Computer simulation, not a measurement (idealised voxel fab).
voxel self aligned vias: a process module
Square cells of 5 nm make up the cross-section cut, whose width is 300 nm.
If you're reading a cross-section in this doc, picture square cells in a grid; it comes to you as bands, top ones listed first down to the bottom, and a band can be one or more rows of cells.
Each band's line starts with the height of the band's top and of its bottom, in nm. Then come its materials from left to right, each with its width in nm. One material with "everywhere" fills the band from edge to edge. "blank" is empty space.
Basically, 0 is our baseline, since under it the wafer straight out of the box is all one material. The bottom band has no lower end and keeps on going down, so it looks like "0 nm and below".
Note: "30 to 40" means the width goes from the first number (top row of the band) to the second number (bottom row) in equal steps per row of cells.
Given "all unchanged" for a step, no cell of the cross-section differs between before and after that step.
Empty spaces without an open route to the top, at least 8 cells in extent, make up the entry "Internal closed voids"; each is given as width x height at distance, where the distance is measured from the left edge, and all are in nm.
Text after the settings on a step's line: the simulator's own remark on that step.
"overlay nm", when on a step's line for a step with a mask, measures how far to the right of its planned place the mask lay; a negative measure means to the left.
List of planned process steps
- 1: RECEIVE with material Si
- 2: CONFORMAL_DEP with material SiO2, thk nm 10
- 3: CONFORMAL_DEP with material SiCN, thk nm 5
- 4: DIRECTIONAL_DEP with material SiO2, thk nm 25
- 5: DIRECTIONAL_DEP with material aC, thk nm 15
- 6: PATTERN with tone open, mask id LINES, material resist, width nm 30, pitch nm 60, thk nm 30, overlay nm 0
- 7: DIRECTIONAL_ETCH with etch materials aC, depth nm 15
- 8: STRIP with etch materials resist
- 9: DIRECTIONAL_ETCH with etch materials SiO2, depth nm 25
- 10: STRIP with etch materials aC
- 11: CONFORMAL_DEP with material TiN, thk nm 5
- 12: FILL_DEP with material W, thk nm 5
- 13: CMP with height nm 40
- 14: SELECTIVE_ETCH with etch materials W Ru TiN, depth nm 10
- 15: FILL_DEP with material SiN, thk nm 10
- 16: CMP with height nm 40
- 17: DIRECTIONAL_DEP with material SiO2, thk nm 20
- 18: MASKED_ETCH with tone open, mask id VIAS, width nm 30, pitch nm 120, etch materials SiO2, depth nm 20, overlay nm 0
- 19: MASKED_ETCH with tone open, mask id VIAS, width nm 40, pitch nm 120, etch materials SiN, depth nm 10, overlay nm 0
- 20: CONFORMAL_DEP with material TiN, thk nm 5
- 21: FILL_DEP with material W, thk nm 5
- 22: CMP with height nm 60
- 23: CONFORMAL_DEP with material SiN, thk nm 5
Keep in mind the plan's value for the width nm of step 18 comes from the first wafer; the wafers don't share that setting, but they do share the same starting point.
First wafer of several, as received: cross-section after step 1
> 0 nm and below: Si everywhere
> Internal closed voids: none
Per-wafer rows below. For each material: cells gained (+) or lost (-) since the wafer was received, as of end of module. Then: closed voids
width nm 30; +60 SiCN; +72 SiN; +522 SiO2; +62 TiN; +64 W; Internal closed voids: none
width nm 35; +60 SiCN; +72 SiN; +514 SiO2; +64 TiN; +70 W; Internal closed voids: none
width nm 40; +60 SiCN; +72 SiN; +506 SiO2; +66 TiN; +76 W; Internal closed voids: none
width nm 45; +60 SiCN; +72 SiN; +498 SiO2; +68 TiN; +82 W; Internal closed voids: none
width nm 50; +60 SiCN; +72 SiN; +490 SiO2; +70 TiN; +88 W; Internal closed voids: none
width nm 55; +60 SiCN; +72 SiN; +482 SiO2; +72 TiN; +94 W; Internal closed voids: none
